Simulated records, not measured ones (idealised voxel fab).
The process module presented herein is designated voxel gate over fins.
Cross-section cut: width 205 nm, square cells of 5 nm.
How to read a cross-section here: the picture is a grid of square cells, written as bands going from the top down, and any band can span one or more rows of cells. Heights first: top, then bottom, in nm. Then materials, left to right, each with a width in nm. "everywhere" on a single material: fills the band edge to edge. "air": empty space. Heads up on the height convention: 0 is the point under which the incoming wafer is all one material, and the lowest band has no bottom, it just keeps going down, like "z 0 and below". A width such as "30->40" changes by the same amount from each row of cells to the next, from the band's top row to its bottom row. The designation "remains unaltered", where it is given for a processing step, indicates that no cell of the cross-section was altered in the course of that step. For the entry "Closed void table", the listed items are empty spaces with no open way to the top whose size is 8 cells or more; each item follows the pattern width x height at distance, where distance is from the left edge and all three are in nm. Post-settings text on a step line: simulator's own remark regarding the step. overlay nm: mask right of planned place by this much (step with mask). Neg. = left.
The following list gives the planned process steps:
- 1: RECEIVE,material Si
- 2: CONFORMAL_DEP,material SiN,thk nm 10
- 3: PATTERN,tone cover,mask id FINS,material resist,width nm 15,pitch nm 45,thk nm 20,overlay nm 0
- 4: DIRECTIONAL_ETCH,etch materials SiN,depth nm 10
- 5: DIRECTIONAL_ETCH,etch materials Si,depth nm 35
- 6: STRIP,etch materials resist
- 7: FILL_DEP,material SiO2,thk nm 10
- 8: CMP,height nm 10
- 9: SELECTIVE_ETCH,etch materials SiO2,depth nm 20
- 10: STRIP,etch materials SiN
- 11: CONFORMAL_DEP,material HfO2,thk nm 5
- 12: CONFORMAL_DEP,material TiN,thk nm 5
- 13: FILL_DEP,material W,thk nm 15
- 14: CMP,height nm 20
- 15: CONFORMAL_DEP,material SiCN,thk nm 10
Cross-section of the incoming wafer, state after step 1:
	z 0 and below = Si everywhere
	Closed void table: none
This is how the wafer looks in cross-section once the module is done, given the starting state and plan above and one mistake in carrying the plan out:
	z 30 to 20 = SiCN everywhere
	z 20 to 10 = W everywhere
	z 10 to 5 = 20 W; 35 TiN; 10 W; 35 TiN; 10 W; 35 TiN; 10 W; 35 TiN; 15 W
	z 5 to 0 = 20 W; 5 TiN; 25 HfO2; 5 TiN; 10 W; 5 TiN; 25 HfO2; 5 TiN; 10 W; 5 TiN; 25 HfO2; 5 TiN; 10 W; 5 TiN; 25 HfO2; 5 TiN; 15 W
	z 0 to -5 = 25 TiN; 5 HfO2; 15 Si; 5 HfO2; 20 TiN; 5 HfO2; 15 Si; 5 HfO2; 20 TiN; 5 HfO2; 15 Si; 5 HfO2; 20 TiN; 5 HfO2; 15 Si; 5 HfO2; 20 TiN
	z -5 to -10 = 30 HfO2; 15 Si; 30 HfO2; 15 Si; 30 HfO2; 15 Si; 30 HfO2; 15 Si; 25 HfO2
	z -10 to -35 = 30 SiO2; 15 Si; 30 SiO2; 15 Si; 30 SiO2; 15 Si; 30 SiO2; 15 Si; 25 SiO2
	z -35 and below = Si everywhere
	Closed void table: none
Heads up, the wafer didn't run the way we planned it: not per plan at step 3, really ran PATTERN,tone cover,mask id FINS,material resist,width nm 15,pitch nm 45,thk nm 20,overlay nm 5
